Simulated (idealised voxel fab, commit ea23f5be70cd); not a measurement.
process module | voxel air gaps
cross-section cut | 215 nm wide | cells 5 nm
A cross-section is a grid of square cells, given in bands from the top down. A band is one or more rows of cells.
Each band's line starts with the height of the band's top and of its bottom, in nm. Then come its materials from left to right, each with its width in nm. One material with "throughout" fills the band from edge to edge. "air" is empty space.
Height 0 is the level under which the wafer as received is all one material. The lowest band goes on downwards, as in "0 down".
A width such as "30 to 40" changes by the same amount from each row of cells to the next, from the band's top row to its bottom row.
"no change" after a step means that no cell of the cross-section changed.
closed voids: empty space of 8 cells or more with no open way to the top, each as width x height at its distance from the left edge, in nm
after a step's settings: what the simulator itself notes on the step
overlay nm, on a step with a mask: how far to the right of its planned place the mask lay; to the left if negative
plan
1 op RECEIVE | material Si
2 op CONFORMAL_DEP | material SiO2 | thk nm 15
3 op CONFORMAL_DEP | material SiCN | thk nm 5
4 op DIRECTIONAL_DEP | material SiO2 | thk nm 35
5 op DIRECTIONAL_DEP | material aC | thk nm 15
6 op PATTERN | tone open | mask id LINES | material resist | width nm 25 | pitch nm 50 | thk nm 30 | overlay nm 0
7 op DIRECTIONAL_ETCH | etch materials aC | depth nm 15
8 op STRIP | etch materials resist
9 op DIRECTIONAL_ETCH | etch materials SiO2 | depth nm 35
10 op STRIP | etch materials aC
11 op CONFORMAL_DEP | material TiN | thk nm 5
12 op FILL_DEP | material W | thk nm 5
13 op CMP | height nm 55
14 op EPI | material Ru | thk nm 10
15 op SELECTIVE_ETCH | etch materials SiO2 | depth nm 45
16 op CONFORMAL_DEP | material SiCN | thk nm 5
as received, after step 1
  0 down: Si throughout
  closed voids: none
first wafer at the end, as planned
  70 to 65: air 30 | SiCN 155 | air 30
  65 to 55: air 30 | SiCN 5 | Ru 45 | SiCN 5 | Ru 45 | SiCN 5 | Ru 45 | SiCN 5 | air 30
  55 to 50: air 30 | SiCN 15 | TiN 5 | W 15 | TiN 5 | SiCN 25 | TiN 5 | W 15 | TiN 5 | SiCN 25 | TiN 5 | W 15 | TiN 5 | SiCN 15 | air 30
  50 to 25: air 40 | SiCN 5 | TiN 5 | W 15 | TiN 5 | SiCN 5 | air 15 | SiCN 5 | TiN 5 | W 15 | TiN 5 | SiCN 5 | air 15 | SiCN 5 | TiN 5 | W 15 | TiN 5 | SiCN 5 | air 40
  25 to 20: SiCN 45 | TiN 25 | SiCN 25 | TiN 25 | SiCN 25 | TiN 25 | SiCN 45
  20 to 15: SiCN throughout
  15 to 0: SiO2 throughout
  0 down: Si throughout
  closed voids: 15 x 25 at 75; 15 x 25 at 125
second wafer at the end: like start, like plan, one mistake
  70 to 65: SiCN throughout
  65 to 55: Ru throughout
  55 to 50: TiN 50 | W 15 | TiN 35 | W 15 | TiN 35 | W 15 | TiN 50
  50 to 20: SiO2 45 | TiN 5 | W 15 | TiN 5 | SiO2 25 | TiN 5 | W 15 | TiN 5 | SiO2 25 | TiN 5 | W 15 | TiN 5 | SiO2 45
  20 to 15: SiO2 45 | TiN 25 | SiO2 25 | TiN 25 | SiO2 25 | TiN 25 | SiO2 45
  15 to 0: SiO2 throughout
  0 down: Si throughout
  closed voids: none
what went wrong: step 3 was left out
at the end the second wafer has, in cells: 32 more of Ru | 113 fewer of SiCN | 196 more of SiO2 | 34 more of TiN | 9 more of W
closed voids at the end (first wafer, second wafer): 2, 0
